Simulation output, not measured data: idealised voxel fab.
Module name: voxel self aligned vias (process module)
Pictured: cross-section cut, 280 nm wide, on a grid of 5 nm square cells.
Cross-section, as written here: a square-cell grid given band by band from the top down, where a band holds one or more rows of cells.
For a band, the entry starts with two heights in nm, that of the top and then that of the bottom, and carries on with the band's materials in order from left to right, each alongside its width in nm; the word "edge to edge" beside a single material means it fills the band edge to edge, and "air" means empty space.
Height is counted from the level 0, under which the received wafer is composed throughout of one material. The lowest of the bands is not closed at the bottom but continues downward, in the notation "0 and below".
When a width is written as two numbers, as in "30 to 40", the first number is the width in the top row of cells of the band and the second is the width in its bottom row, and the width changes by the same amount from each row to the next.
Given "identical to before" for a step, no cell of the cross-section differs between before and after that step.
What "Enclosed internal voids" gives you is every empty space of 8 cells or more that is cut off from the top. Each appears as width x height at distance, with the distance taken from the left edge and width, height and distance all in nm.
Past the settings on a step's line: simulator remark, on that step.
The line of a step may include "overlay nm". On a step with a mask, this value is how far to the right of its planned place the mask lay. A negative value means the mask lay to the left.

## The steps planned for the process are as follows
1. RECEIVE with material Si
2. CONFORMAL_DEP with material SiO2, thk nm 10
3. CONFORMAL_DEP with material SiCN, thk nm 5
4. DIRECTIONAL_DEP with material SiO2, thk nm 25
5. PATTERN with tone open, mask id LINES, material resist, width nm 25, pitch nm 60, thk nm 20, overlay nm 0
6. DIRECTIONAL_ETCH with etch materials SiO2, depth nm 25
7. STRIP with etch materials resist
8. CONFORMAL_DEP with material TiN, thk nm 5
9. FILL_DEP with material Ru, thk nm 10
10. CMP with height nm 40
11. SELECTIVE_ETCH with etch materials W Ru TiN, depth nm 10
12. FILL_DEP with material SiN, thk nm 5
13. CMP with height nm 40
14. DIRECTIONAL_DEP with material SiO2, thk nm 20
15. MASKED_ETCH with tone open, mask id VIAS, width nm 35, pitch nm 60, etch materials SiO2, depth nm 20, overlay nm 0
16. MASKED_ETCH with tone open, mask id VIAS, width nm 35, pitch nm 60, etch materials SiN, depth nm 10, overlay nm 0
17. CONFORMAL_DEP with material TiN, thk nm 5
18. FILL_DEP with material Ru, thk nm 5
19. CMP with height nm 60
20. CONFORMAL_DEP with material SiCN, thk nm 5

## Cross-section: wafer on arrival = after step 1
* 0 and below | Si edge to edge
* Enclosed internal voids: none

## Cross-sectional view of the first of the two wafers upon completion of the module, processed in accordance with the plan
* 65 down to 60 | SiCN edge to edge
* 60 down to 45 | SiO2 90 nm, then TiN 5 nm, then Ru 25 nm, then TiN 5 nm, then SiO2 25 nm, then TiN 5 nm, then Ru 25 nm, then TiN 5 nm, then SiO2 95 nm
* 45 down to 35 | SiO2 90 to 95 nm, then TiN 10 to 5 nm, then Ru 15 nm, then TiN 10 to 5 nm, then SiO2 25 to 35 nm, then TiN 10 to 5 nm, then Ru 15 nm, then TiN 10 to 5 nm, then SiO2 95 to 100 nm
* 35 down to 30 | SiO2 95 nm, then TiN 25 nm, then SiO2 35 nm, then TiN 25 nm, then SiO2 100 nm
* 30 down to 20 | SiO2 95 nm, then TiN 5 nm, then Ru 15 nm, then TiN 5 nm, then SiO2 35 nm, then TiN 5 nm, then Ru 15 nm, then TiN 5 nm, then SiO2 100 nm
* 20 down to 15 | SiO2 95 nm, then TiN 25 nm, then SiO2 35 nm, then TiN 25 nm, then SiO2 100 nm
* 15 down to 10 | SiCN edge to edge
* 10 down to 0 | SiO2 edge to edge
* 0 and below | Si edge to edge
* Enclosed internal voids: none

## Wafer two (of two), end-of-module cross-section: start = wafer one, plan = wafer one, one run mistake
* 65 down to 60 | SiCN edge to edge
* 60 down to 40 | SiO2 90 nm, then TiN 5 nm, then SiO2 25 nm, then TiN 5 nm, then SiO2 25 nm, then TiN 5 nm, then SiO2 25 nm, then TiN 5 nm, then SiO2 95 nm
* 40 down to 30 | SiO2 95 nm, then SiN 25 nm, then SiO2 35 nm, then SiN 25 nm, then SiO2 100 nm
* 30 down to 20 | SiO2 95 nm, then TiN 5 nm, then Ru 15 nm, then TiN 5 nm, then SiO2 35 nm, then TiN 5 nm, then Ru 15 nm, then TiN 5 nm, then SiO2 100 nm
* 20 down to 15 | SiO2 95 nm, then TiN 25 nm, then SiO2 35 nm, then TiN 25 nm, then SiO2 100 nm
* 15 down to 10 | SiCN edge to edge
* 10 down to 0 | SiO2 edge to edge
* 0 and below | Si edge to edge
* Enclosed internal voids: none
Nonconformance to the process plan: steps 14 and 15 of the plan were each performed in the slot designated for the other
Counted in cells at the end, the second wafer holds more or fewer of these materials than the first: Ru -42, SiN +20, SiO2 +40, TiN -18
